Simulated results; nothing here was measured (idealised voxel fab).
voxel double patterning: a process module
For reference, the cross-section in this document is cut, with width 160 nm and square cells of 5 nm.
In this document a cross-section is written as a grid of square cells. It is given as a series of bands, listed from the top down, and a band is one or more rows of cells. For a band, the entry starts with two heights in nm, that of the top and then that of the bottom, and carries on with the band's materials in order from left to right, each alongside its width in nm; the word "everywhere" beside a single material means it fills the band edge to edge, and "blank" means empty space. Note: height 0 marks the level under which the wafer is uniformly one material as received. Lowest band unbounded below, written "0 nm and below". The two numbers in a width such as "30->40" mark its ends across the band: the first belongs to the top row of cells, the second to the bottom row, and from each row to the next the width moves by the same amount. Basically "no modifications" means that step didn't change any cell in the cross-section. You'll see "Fully enclosed voids" listing empty spaces that have no way open to the top, as long as they're 8 cells or more; the notation is width x height at distance, where the distance is from the left edge, and all of it is in nm. The remark found on a step's line after its settings is issued by the simulator itself and pertains to that step. overlay nm: step with mask; distance mask lay right of planned place; negative value = left of planned place.
Process steps foreseen in the plan
1,RECEIVE | material Si
2,CONFORMAL_DEP | material SiO2 | thk nm 10
3,DIRECTIONAL_DEP | material polySi | thk nm 15
4,DIRECTIONAL_DEP | material SiN | thk nm 10
5,PATTERN | tone open | mask id FIRST | material resist | width nm 15 | pitch nm 50 | thk nm 20 | overlay nm 0
6,DIRECTIONAL_ETCH | etch materials SiN | depth nm 10
7,STRIP | etch materials resist
8,MASKED_ETCH | tone open | mask id SECOND | width nm 15 | pitch nm 50 | etch materials SiN | depth nm 10 | overlay nm 0
9,DIRECTIONAL_ETCH | etch materials polySi | depth nm 15
10,STRIP | etch materials SiN
So this is the incoming wafer in cross-section - it's already been through step 1
0 nm and below = Si everywhere
Fully enclosed voids: none
Cross-section, end of module. Start: as above. Plan: as above. Execution: one mistake
25 nm to 10 nm = polySi (20); blank (15); polySi (20); blank (30); polySi (20); blank (30); polySi (25)
10 nm to 0 nm = SiO2 everywhere
0 nm and below = Si everywhere
Fully enclosed voids: none
What was the processing mistake? step 8 was not run as planned; what actually ran was MASKED_ETCH | tone open | mask id SECOND | width nm 15 | pitch nm 50 | etch materials SiN | depth nm 10 | overlay nm 10
